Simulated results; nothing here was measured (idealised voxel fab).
process module | voxel air gaps
cross-section cut | 280 nm wide | cells 5 nm
A cross-section is a grid of square cells, given in bands from the top down. A band is one or more rows of cells.
Each band's line starts with the height of the band's top and of its bottom, in nm. Then come its materials from left to right, each with its width in nm. One material with "throughout" fills the band from edge to edge. "air" is empty space.
Height 0 is the level under which the wafer as received is all one material. The lowest band goes on downwards, as in "0 down".
A width such as "30 to 40" changes by the same amount from each row of cells to the next, from the band's top row to its bottom row.
"no change" after a step means that no cell of the cross-section changed.
closed voids: empty space of 8 cells or more with no open way to the top, each as width x height at its distance from the left edge, in nm
after a step's settings: what the simulator itself notes on the step
overlay nm, on a step with a mask: how far to the right of its planned place the mask lay; to the left if negative
plan
1 op RECEIVE | material Si
2 op CONFORMAL_DEP | material SiO2 | thk nm 10
3 op CONFORMAL_DEP | material SiCN | thk nm 5
4 op DIRECTIONAL_DEP | material lowk | thk nm 30
5 op PATTERN | tone open | mask id LINES | material resist | width nm 20 | pitch nm 45 | thk nm 15 | overlay nm -15
6 op DIRECTIONAL_ETCH | etch materials lowk | depth nm 30
7 op STRIP | etch materials resist
8 op CONFORMAL_DEP | material TiN | thk nm 5
9 op FILL_DEP | material Cu | thk nm 5
10 op CMP | height nm 45
11 op EPI | material Ru | thk nm 10
12 op SELECTIVE_ETCH | etch materials lowk | depth nm 40
13 op CONFORMAL_DEP | material SiCN | thk nm 5
varied across the wafers: overlay nm of step 5. The plan shows the first wafer's value. All wafers start alike
first wafer as received, after step 1
  0 down: Si throughout
  closed voids: none
first wafer at the end, after step 13
  60 to 55: air 30 | SiCN 185 | air 65
  55 to 45: air 30 | SiCN 5 | Ru 40 | SiCN 5 | Ru 40 | SiCN 5 | Ru 40 | SiCN 5 | Ru 40 | SiCN 5 | air 65
  45 to 40: air 30 | SiCN 15 | TiN 5 | Cu 10 | TiN 5 | SiCN 25 | TiN 5 | Cu 10 | TiN 5 | SiCN 25 | TiN 5 | Cu 10 | TiN 5 | SiCN 25 | TiN 5 | Cu 10 | TiN 5 | SiCN 15 | air 65
  40 to 20: air 40 | SiCN 5 | TiN 5 | Cu 10 | TiN 5 | SiCN 5 | air 15 | SiCN 5 | TiN 5 | Cu 10 | TiN 5 | SiCN 5 | air 15 | SiCN 5 | TiN 5 | Cu 10 | TiN 5 | SiCN 5 | air 15 | SiCN 5 | TiN 5 | Cu 10 | TiN 5 | SiCN 5 | air 75
  20 to 15: SiCN 45 | TiN 20 | SiCN 25 | TiN 20 | SiCN 25 | TiN 20 | SiCN 25 | TiN 20 | SiCN 80
  15 to 10: SiCN throughout
  10 to 0: SiO2 throughout
  0 down: Si throughout
  closed voids: 15 x 20 at 70; 15 x 20 at 115; 15 x 20 at 160
last wafer at the end
  60 to 55: air 60 | SiCN 185 | air 35
  55 to 45: air 60 | SiCN 5 | Ru 40 | SiCN 5 | Ru 40 | SiCN 5 | Ru 40 | SiCN 5 | Ru 40 | SiCN 5 | air 35
  45 to 40: air 60 | SiCN 15 | TiN 5 | Cu 10 | TiN 5 | SiCN 25 | TiN 5 | Cu 10 | TiN 5 | SiCN 25 | TiN 5 | Cu 10 | TiN 5 | SiCN 25 | TiN 5 | Cu 10 | TiN 5 | SiCN 15 | air 35
  40 to 20: air 70 | SiCN 5 | TiN 5 | Cu 10 | TiN 5 | SiCN 5 | air 15 | SiCN 5 | TiN 5 | Cu 10 | TiN 5 | SiCN 5 | air 15 | SiCN 5 | TiN 5 | Cu 10 | TiN 5 | SiCN 5 | air 15 | SiCN 5 | TiN 5 | Cu 10 | TiN 5 | SiCN 5 | air 45
  20 to 15: SiCN 75 | TiN 20 | SiCN 25 | TiN 20 | SiCN 25 | TiN 20 | SiCN 25 | TiN 20 | SiCN 50
  15 to 10: SiCN throughout
  10 to 0: SiO2 throughout
  0 down: Si throughout
  closed voids: 15 x 20 at 100; 15 x 20 at 145; 15 x 20 at 190
each wafer at the end: cells of each material gained (+) or lost (-) since it was received, then its closed voids
overlay nm -15 | +40 Cu | +64 Ru | +196 SiCN | +112 SiO2 | +56 TiN | closed voids: 15 x 20 at 70; 15 x 20 at 115; 15 x 20 at 160
overlay nm -10 | +40 Cu | +64 Ru | +196 SiCN | +112 SiO2 | +56 TiN | closed voids: 15 x 20 at 75; 15 x 20 at 120; 15 x 20 at 165
overlay nm -5 | +40 Cu | +64 Ru | +196 SiCN | +112 SiO2 | +56 TiN | closed voids: 15 x 20 at 80; 15 x 20 at 125; 15 x 20 at 170
overlay nm 0 | +40 Cu | +64 Ru | +196 SiCN | +112 SiO2 | +56 TiN | closed voids: 15 x 20 at 85; 15 x 20 at 130; 15 x 20 at 175
overlay nm 5 | +40 Cu | +64 Ru | +196 SiCN | +112 SiO2 | +56 TiN | closed voids: 15 x 20 at 90; 15 x 20 at 135; 15 x 20 at 180
overlay nm 10 | +40 Cu | +64 Ru | +196 SiCN | +112 SiO2 | +56 TiN | closed voids: 15 x 20 at 95; 15 x 20 at 140; 15 x 20 at 185
overlay nm 15 | +40 Cu | +64 Ru | +196 SiCN | +112 SiO2 | +56 TiN | closed voids: 15 x 20 at 100; 15 x 20 at 145; 15 x 20 at 190
